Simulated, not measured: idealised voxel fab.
Title: Process Module voxel transistor to metal
Xsec cut, 160 nm wide, square cell size 5 nm.
Throughout this document, each cross-section is represented as a grid of square cells and is presented as a sequence of bands enumerated from the top downward, where a band comprises one or more rows of cells. Band: top and bottom heights (nm) first, top before bottom; then materials from left to right, widths in nm. "edge to edge" marks a sole material filling the band edge to edge. "empty" denotes empty space. Heads up on the height convention: 0 is the point under which the incoming wafer is all one material, and the lowest band has no bottom, it just keeps going down, like "0 -> down". The expression "30->40" gives the width at the extremes of the band, the first number at its top row of cells and the second at its bottom row, with the width changing by equal amounts from each row to the next in between. The cross-section has no changed cell in any step marked "remained unchanged". The entry "Sealed void list" lists the empty spaces that cover at least 8 cells and have no open path to the top. Each is written as width x height at distance, where the distance is measured from the left edge and all three values are in nm. On each step's line, the part that comes after the settings is the simulator's own comment on the step. "overlay nm", when on a step's line for a step with a mask, measures how far to the right of its planned place the mask lay; a negative measure means to the left.
# Here's what the planned process steps look like
| 1 | op RECEIVE | material Si |
| 2 | op OXIDIZE | depth nm 5 |
| 3 | op CONFORMAL_DEP | material SiN | thk nm 5 |
| 4 | op PATTERN | tone cover | mask id ACTIVE | material resist | width nm 100 | thk nm 20 | overlay nm 0 |
| 5 | op DIRECTIONAL_ETCH | etch materials SiN | depth nm 10 |
| 6 | op DIRECTIONAL_ETCH | etch materials SiO2 | depth nm 5 |
| 7 | op DIRECTIONAL_ETCH | etch materials Si | depth nm 30 |
| 8 | op STRIP | etch materials resist |
| 9 | op OXIDIZE | depth nm 5 |
| 10 | op FILL_DEP | material SiO2 | thk nm 5 |
| 11 | op CMP | height nm 10 |
| 12 | op SELECTIVE_ETCH | etch materials SiO2 | depth nm 5 |
| 13 | op STRIP | etch materials SiN |
| 14 | op SELECTIVE_ETCH | etch materials SiO2 | depth nm 5 |
| 15 | op OXIDIZE | depth nm 5 |
| 16 | op DIRECTIONAL_DEP | material polySi | thk nm 25 |
| 17 | op DIRECTIONAL_DEP | material SiCN | thk nm 15 |
| 18 | op MASKED_ETCH | tone cover | mask id GATE | width nm 20 | etch materials SiCN | depth nm 25 | overlay nm 0 |
| 19 | op MASKED_ETCH | tone cover | mask id GATE | width nm 20 | etch materials polySi | depth nm 35 | overlay nm 0 |
| 20 | op CONFORMAL_DEP | material SiN | thk nm 5 |
| 21 | op DIRECTIONAL_ETCH | etch materials SiN | depth nm 5 |
| 22 | op DIRECTIONAL_ETCH | etch materials SiO2 | depth nm 5 |
| 23 | op EPI | material nSi | thk nm 5 |
| 24 | op FILL_DEP | material SiO2 | thk nm 5 |
| 25 | op CMP | height nm 35 |
| 26 | op DIRECTIONAL_DEP | material SiO2 | thk nm 15 |
| 27 | op PATTERN | tone open | mask id CONTACT | material resist | width nm 20 | pitch nm 70 | thk nm 20 | overlay nm 0 |
| 28 | op DIRECTIONAL_ETCH | etch materials SiO2 | depth nm 55 |
| 29 | op STRIP | etch materials resist |
| 30 | op CONFORMAL_DEP | material TiN | thk nm 5 |
| 31 | op FILL_DEP | material W | thk nm 10 |
| 32 | op CMP | height nm 50 |
| 33 | op CONFORMAL_DEP | material SiN | thk nm 5 |
| 34 | op DIRECTIONAL_DEP | material lowk | thk nm 20 |
| 35 | op PATTERN | tone open | mask id METAL_1 | material resist | width nm 20 | pitch nm 70 | thk nm 15 | overlay nm 0 |
| 36 | op DIRECTIONAL_ETCH | etch materials lowk | depth nm 20 |
| 37 | op DIRECTIONAL_ETCH | etch materials SiN | depth nm 5 |
| 38 | op STRIP | etch materials resist |
| 39 | op CONFORMAL_DEP | material TiN | thk nm 5 |
| 40 | op FILL_DEP | material Ru | thk nm 10 |
| 41 | op CMP | height nm 75 |
| 42 | op CONFORMAL_DEP | material SiCN | thk nm 5 |
| 43 | op DIRECTIONAL_DEP | material lowk | thk nm 25 |
| 44 | op DIRECTIONAL_DEP | material aC | thk nm 15 |
| 45 | op PATTERN | tone open | mask id METAL_2_HOLES | material resist | width nm 15 | pitch nm 70 | thk nm 35 | overlay nm 0 |
| 46 | op DIRECTIONAL_ETCH | etch materials aC | depth nm 15 |
| 47 | op STRIP | etch materials resist |
| 48 | op DIRECTIONAL_ETCH | etch materials lowk | depth nm 25 |
| 49 | op STRIP | etch materials aC |
| 50 | op PATTERN | tone open | mask id METAL_2 | material resist | width nm 20 | pitch nm 70 | thk nm 15 | overlay nm 0 |
| 51 | op DIRECTIONAL_ETCH | etch materials lowk | depth nm 15 |
| 52 | op DIRECTIONAL_ETCH | etch materials SiCN | depth nm 5 |
| 53 | op STRIP | etch materials resist |
| 54 | op CONFORMAL_DEP | material TiN | thk nm 5 |
| 55 | op FILL_DEP | material Cu | thk nm 10 |
| 56 | op CMP | height nm 105 |
| 57 | op CONFORMAL_DEP | material SiCN | thk nm 5 |
For this document, wafers share an identical start and vary in the step 3 thk nm; the plan quotes the first wafer's value.
# The first of several wafers as received, shown in cross-section; this is its state after step 1
* 0 -> down | Si edge to edge
* Sealed void list: none
# First of several wafers: cross-section at the end of the module, after step 57, its last step
* 110 -> 105 | SiCN edge to edge
* 105 -> 95 | lowk: 35 | TiN: 5 | Cu: 10 | TiN: 5 | lowk: 50 | TiN: 5 | Cu: 10 | TiN: 5 | lowk: 35
* 95 -> 90 | lowk: 35 | TiN: 5 | Cu: 5 | TiN: 10 | lowk: 50 | TiN: 5 | Cu: 5 | TiN: 10 | lowk: 35
* 90 -> 80 | lowk: 35 | TiN: 5 | Cu: 5 | TiN: 5 | lowk: 55 | TiN: 5 | Cu: 5 | TiN: 5 | lowk: 40
* 80 -> 75 | SiCN: 35 | TiN: 15 | SiCN: 55 | TiN: 15 | SiCN: 40
* 75 -> 55 | lowk: 35 | TiN: 5 | Ru: 10 | TiN: 5 | lowk: 50 | TiN: 5 | Ru: 10 | TiN: 5 | lowk: 35
* 55 -> 50 | SiN: 35 | TiN: 20 | SiN: 50 | TiN: 20 | SiN: 35
* 50 -> 35 | SiO2: 35 | TiN: 5 | W: 10 | TiN: 5 | SiO2: 50 | TiN: 5 | W: 10 | TiN: 5 | SiO2: 35
* 35 -> 20 | SiO2: 35 | TiN: 5 | W: 10 | TiN: 5 | SiO2: 10 | SiN: 5 | SiCN: 20 | SiN: 5 | SiO2: 10 | TiN: 5 | W: 10 | TiN: 5 | SiO2: 35
* 20 -> 0 | SiO2: 35 | TiN: 5 | W: 10 | TiN: 5 | SiO2: 10 | SiN: 5 | polySi: 20 | SiN: 5 | SiO2: 10 | TiN: 5 | W: 10 | TiN: 5 | SiO2: 35
* 0 -> -5 | SiO2: 25 | SiN: 5 | SiO2: 5 | TiN: 20 | SiO2: 10 | SiN: 5 | polySi: 20 | SiN: 5 | SiO2: 10 | TiN: 20 | SiO2: 5 | SiN: 5 | SiO2: 25
* -5 -> -10 | SiO2: 30 | nSi: 35 | SiO2: 30 | nSi: 35 | SiO2: 30
* -10 -> -40 | SiO2: 35 | Si: 90 | SiO2: 35
* -40 -> down | Si edge to edge
* Sealed void list: none
# Cross-sectional depiction of the last of several wafers upon completion of the module
* 110 -> 105 | SiCN edge to edge
* 105 -> 95 | lowk: 35 | TiN: 5 | Cu: 10 | TiN: 5 | lowk: 50 | TiN: 5 | Cu: 10 | TiN: 5 | lowk: 35
* 95 -> 90 | lowk: 35 | TiN: 5 | Cu: 5 | TiN: 10 | lowk: 50 | TiN: 5 | Cu: 5 | TiN: 10 | lowk: 35
* 90 -> 80 | lowk: 35 | TiN: 5 | Cu: 5 | TiN: 5 | lowk: 55 | TiN: 5 | Cu: 5 | TiN: 5 | lowk: 40
* 80 -> 75 | SiCN: 35 | TiN: 15 | SiCN: 55 | TiN: 15 | SiCN: 40
* 75 -> 55 | lowk: 35 | TiN: 5 | Ru: 10 | TiN: 5 | lowk: 50 | TiN: 5 | Ru: 10 | TiN: 5 | lowk: 35
* 55 -> 50 | SiN: 35 | TiN: 20 | SiN: 50 | TiN: 20 | SiN: 35
* 50 -> 35 | SiO2: 35 | TiN: 5 | W: 10 | TiN: 5 | SiO2: 50 | TiN: 5 | W: 10 | TiN: 5 | SiO2: 35
* 35 -> 20 | SiO2: 35 | TiN: 5 | W: 10 | TiN: 5 | SiO2: 10 | SiN: 5 | SiCN: 20 | SiN: 5 | SiO2: 10 | TiN: 5 | W: 10 | TiN: 5 | SiO2: 35
* 20 -> 0 | SiO2: 35 | TiN: 5 | W: 10 | TiN: 5 | SiO2: 10 | SiN: 5 | polySi: 20 | SiN: 5 | SiO2: 10 | TiN: 5 | W: 10 | TiN: 5 | SiO2: 35
* 0 -> -5 | SiO2: 35 | TiN: 20 | SiO2: 10 | SiN: 5 | polySi: 20 | SiN: 5 | SiO2: 10 | TiN: 20 | SiO2: 35
* -5 -> -10 | nSi: 65 | SiO2: 30 | nSi: 65
* -10 -> down | Si edge to edge
* Sealed void list: none
# Heads up, this table goes wafer by wafer. A row tells you, at the end of the module, how many cells of each material that wafer has put on (+) or dropped (-) since it was received, and then its closed voids
thk nm 5; +14 Cu; +16 Ru; -148 Si; +70 SiCN; +42 SiN; +316 SiO2; +100 TiN; +40 W; +220 lowk; +14 nSi; +20 polySi; Sealed void list: none
thk nm 10; +14 Cu; +16 Ru; -148 Si; +70 SiCN; +42 SiN; +316 SiO2; +100 TiN; +40 W; +220 lowk; +14 nSi; +20 polySi; Sealed void list: none
thk nm 15; +14 Cu; +16 Ru; -64 Si; +70 SiCN; +40 SiN; +222 SiO2; +100 TiN; +40 W; +220 lowk; +26 nSi; +20 polySi; Sealed void list: none
thk nm 20; +14 Cu; +16 Ru; -64 Si; +70 SiCN; +40 SiN; +222 SiO2; +100 TiN; +40 W; +220 lowk; +26 nSi; +20 polySi; Sealed void list: none
thk nm 25; +14 Cu; +16 Ru; -64 Si; +70 SiCN; +40 SiN; +222 SiO2; +100 TiN; +40 W; +220 lowk; +26 nSi; +20 polySi; Sealed void list: none
